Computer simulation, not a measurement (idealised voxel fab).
This section sets out a process module, namely voxel transistor to metal.
Cross-section cut spans 285 nm and uses square cells 5 nm in size.
A cross-section is a grid of square cells, given in bands from the top down. A band is one or more rows of cells.
In this notation a band is specified by the heights of its top and bottom, in that order and in nm, after which its materials appear from left to right, each paired with its width in nm. The word "full width" attached to a single material means that material fills the band from edge to edge; the word "air" stands for empty space.
Zero point of the height axis is 0; under it, received wafer = one material. Lowest band: continues down indefinitely, "z 0 and below".
Read "30 to 40" as a graded width: first number on top, second number at the bottom, same change between each pair of neighbouring rows.
A step reported as "remained the same" is a step in which no cell of the cross-section changed.
"Sealed internal voids": empty spaces of 8 cells or more with no open way to the top, each given as width x height at distance, distance from the left edge, all in nm.
Post-settings text on a step line: simulator's own remark regarding the step.
The optional step-line setting "overlay nm" applies to steps with a mask and quantifies how far to the right of its planned location the mask lay, a negative value indicating leftward placement.
### plan
1,RECEIVE [material Si]
2,CONFORMAL_DEP [material SiO2] [thk nm 5]
3,CONFORMAL_DEP [material SiN] [thk nm 10]
4,DIRECTIONAL_DEP [material aC] [thk nm 10]
5,PATTERN [tone cover] [mask id ACTIVE] [material resist] [width nm 100] [pitch nm 130] [thk nm 25] [overlay nm 0]
6,DIRECTIONAL_ETCH [etch materials aC] [depth nm 10]
7,STRIP [etch materials resist]
8,DIRECTIONAL_ETCH [etch materials SiN] [depth nm 10]
9,DIRECTIONAL_ETCH [etch materials SiO2] [depth nm 5]
10,DIRECTIONAL_ETCH [etch materials Si] [depth nm 35]
11,STRIP [etch materials aC]
12,FILL_DEP [material SiO2] [thk nm 15]
13,CMP [height nm 15]
14,SELECTIVE_ETCH [etch materials SiO2] [depth nm 10]
15,STRIP [etch materials SiN]
16,SELECTIVE_ETCH [etch materials SiO2] [depth nm 5]
17,OXIDIZE [depth nm 5]
18,DIRECTIONAL_DEP [material polySi] [thk nm 20]
19,DIRECTIONAL_DEP [material SiCN] [thk nm 15]
20,DIRECTIONAL_DEP [material aC] [thk nm 10]
21,PATTERN [tone cover] [mask id GATE] [material resist] [width nm 20] [pitch nm 130] [thk nm 25] [overlay nm 0]
22,DIRECTIONAL_ETCH [etch materials aC] [depth nm 10]
23,STRIP [etch materials resist]
24,DIRECTIONAL_ETCH [etch materials SiCN] [depth nm 25]
25,DIRECTIONAL_ETCH [etch materials polySi] [depth nm 30]
26,STRIP [etch materials aC]
27,CONFORMAL_DEP [material SiO2] [thk nm 5]
28,DIRECTIONAL_ETCH [etch materials SiO2] [depth nm 5]
29,CONFORMAL_DEP [material SiN] [thk nm 10]
30,DIRECTIONAL_ETCH [etch materials SiN] [depth nm 10]
31,DIRECTIONAL_ETCH [etch materials SiO2] [depth nm 5]
32,DIRECTIONAL_ETCH [etch materials Si] [depth nm 15]
33,EPI [material nSi] [thk nm 20]
34,FILL_DEP [material SiO2] [thk nm 10]
35,CMP [height nm 35]
36,DIRECTIONAL_DEP [material SiO2] [thk nm 15]
37,PATTERN [tone open] [mask id CONTACT] [material resist] [width nm 15] [thk nm 20] [overlay nm 0]
38,DIRECTIONAL_ETCH [etch materials SiO2] [depth nm 35]
39,STRIP [etch materials resist]
40,CONFORMAL_DEP [material TiN] [thk nm 5]
41,FILL_DEP [material Ru] [thk nm 5]
42,CMP [height nm 50]
43,DIRECTIONAL_DEP [material TiN] [thk nm 5]
44,DIRECTIONAL_DEP [material Ru] [thk nm 25]
45,MASKED_ETCH [tone cover] [mask id METAL_1] [width nm 15] [etch materials Ru] [depth nm 25] [overlay nm 0]
46,MASKED_ETCH [tone cover] [mask id METAL_1] [width nm 15] [etch materials TiN] [depth nm 5] [overlay nm 0]
47,CONFORMAL_DEP [material SiN] [thk nm 5]
48,FILL_DEP [material lowk] [thk nm 10]
49,CMP [height nm 80]
50,CONFORMAL_DEP [material SiCN] [thk nm 5]
### Incoming wafer in cross-section (state: after step 1)
z 0 and below | Si full width
Sealed internal voids: none
### Cross-sectional image of the first of two wafers at the end of the module, the run having proceeded as planned
z 85 to 80 | SiCN full width
z 80 to 55 | lowk: 25, SiN: 5, Ru: 15, SiN: 5, lowk: 50, SiN: 5, Ru: 15, SiN: 5, lowk: 30, SiN: 5, Ru: 15, SiN: 5, lowk: 50, SiN: 5, Ru: 15, SiN: 5, lowk: 30
z 55 to 50 | SiN: 30, TiN: 15, SiN: 60, TiN: 15, SiN: 40, TiN: 15, SiN: 60, TiN: 15, SiN: 35
z 50 to 35 | SiO2: 30, TiN: 5, Ru: 5, TiN: 5, SiO2: 60, TiN: 5, Ru: 5, TiN: 5, SiO2: 40, TiN: 5, Ru: 5, TiN: 5, SiO2: 60, TiN: 5, Ru: 5, TiN: 5, SiO2: 35
z 35 to 20 | SiO2: 30, TiN: 5, Ru: 5, TiN: 5, SiO2: 5, SiN: 10, SiO2: 5, SiCN: 20, SiO2: 5, SiN: 10, SiO2: 5, TiN: 5, Ru: 5, TiN: 5, SiO2: 40, TiN: 5, Ru: 5, TiN: 5, SiO2: 5, SiN: 10, SiO2: 5, SiCN: 20, SiO2: 5, SiN: 10, SiO2: 5, TiN: 5, Ru: 5, TiN: 5, SiO2: 35
z 20 to 15 | SiO2: 30, TiN: 15, SiO2: 5, SiN: 10, SiO2: 5, polySi: 20, SiO2: 5, SiN: 10, SiO2: 5, TiN: 15, SiO2: 40, TiN: 15, SiO2: 5, SiN: 10, SiO2: 5, polySi: 20, SiO2: 5, SiN: 10, SiO2: 5, TiN: 15, SiO2: 35
z 15 to 0 | SiO2: 30, nSi: 20, SiN: 10, SiO2: 5, polySi: 20, SiO2: 5, SiN: 10, nSi: 20, SiO2: 40, nSi: 20, SiN: 10, SiO2: 5, polySi: 20, SiO2: 5, SiN: 10, nSi: 20, SiO2: 35
z 0 to -5 | SiO2: 20, nSi: 30, SiO2: 50, nSi: 30, SiO2: 20, nSi: 30, SiO2: 50, nSi: 30, SiO2: 25
z -5 to -20 | SiO2: 25, nSi: 25, Si: 50, nSi: 25, SiO2: 30, nSi: 25, Si: 50, nSi: 25, SiO2: 30
z -20 to -35 | SiO2: 25, Si: 100, SiO2: 30, Si: 100, SiO2: 30
z -35 and below | Si full width
Sealed internal voids: none
### So this is wafer number two of the two, cut at the end of the module - it started where the first did and had the same plan, we just got one thing wrong running it
z 85 to 80 | SiCN full width
z 80 to 55 | lowk: 25, SiN: 5, Ru: 15, SiN: 5, lowk: 50, SiN: 5, Ru: 15, SiN: 5, lowk: 30, SiN: 5, Ru: 15, SiN: 5, lowk: 50, SiN: 5, Ru: 15, SiN: 5, lowk: 30
z 55 to 50 | SiN: 30, TiN: 15, SiN: 60, TiN: 15, SiN: 40, TiN: 15, SiN: 60, TiN: 15, SiN: 35
z 50 to 35 | SiO2: 30, TiN: 5, Ru: 5, TiN: 5, SiO2: 60, TiN: 5, Ru: 5, TiN: 5, SiO2: 40, TiN: 5, Ru: 5, TiN: 5, SiO2: 60, TiN: 5, Ru: 5, TiN: 5, SiO2: 35
z 35 to 20 | SiO2: 30, TiN: 5, Ru: 5, TiN: 5, SiO2: 5, SiN: 10, SiO2: 5, SiCN: 20, SiO2: 5, SiN: 10, SiO2: 5, TiN: 5, Ru: 5, TiN: 5, SiO2: 40, TiN: 5, Ru: 5, TiN: 5, SiO2: 5, SiN: 10, SiO2: 5, SiCN: 20, SiO2: 5, SiN: 10, SiO2: 5, TiN: 5, Ru: 5, TiN: 5, SiO2: 35
z 20 to 15 | SiO2: 30, TiN: 15, SiO2: 5, SiN: 10, SiO2: 5, polySi: 20, SiO2: 5, SiN: 10, SiO2: 5, TiN: 15, SiO2: 40, TiN: 15, SiO2: 5, SiN: 10, SiO2: 5, polySi: 20, SiO2: 5, SiN: 10, SiO2: 5, TiN: 15, SiO2: 35
z 15 to 0 | SiO2: 30, nSi: 20, SiN: 10, SiO2: 5, polySi: 20, SiO2: 5, SiN: 10, nSi: 20, SiO2: 40, nSi: 20, SiN: 10, SiO2: 5, polySi: 20, SiO2: 5, SiN: 10, nSi: 20, SiO2: 35
z 0 to -5 | SiO2: 15, nSi: 35, SiO2: 50, nSi: 35, SiO2: 10, nSi: 35, SiO2: 50, nSi: 35, SiO2: 20
z -5 to -20 | SiO2: 20, nSi: 30, Si: 50, nSi: 30, SiO2: 20, nSi: 30, Si: 50, nSi: 30, SiO2: 25
z -20 to -35 | SiO2: 20, Si: 110, SiO2: 20, Si: 110, SiO2: 25
z -35 and below | Si full width
Sealed internal voids: none
Want to know what went wrong? step 5 ran with different settings than intended, the actual operation and settings being PATTERN [tone cover] [mask id ACTIVE] [material resist] [width nm 110] [pitch nm 130] [thk nm 25] [overlay nm 0]
Once processing is complete, comparing cell counts shows that the second wafer has more or fewer of certain materials than the first: +12 Si; -28 SiO2; +16 nSi
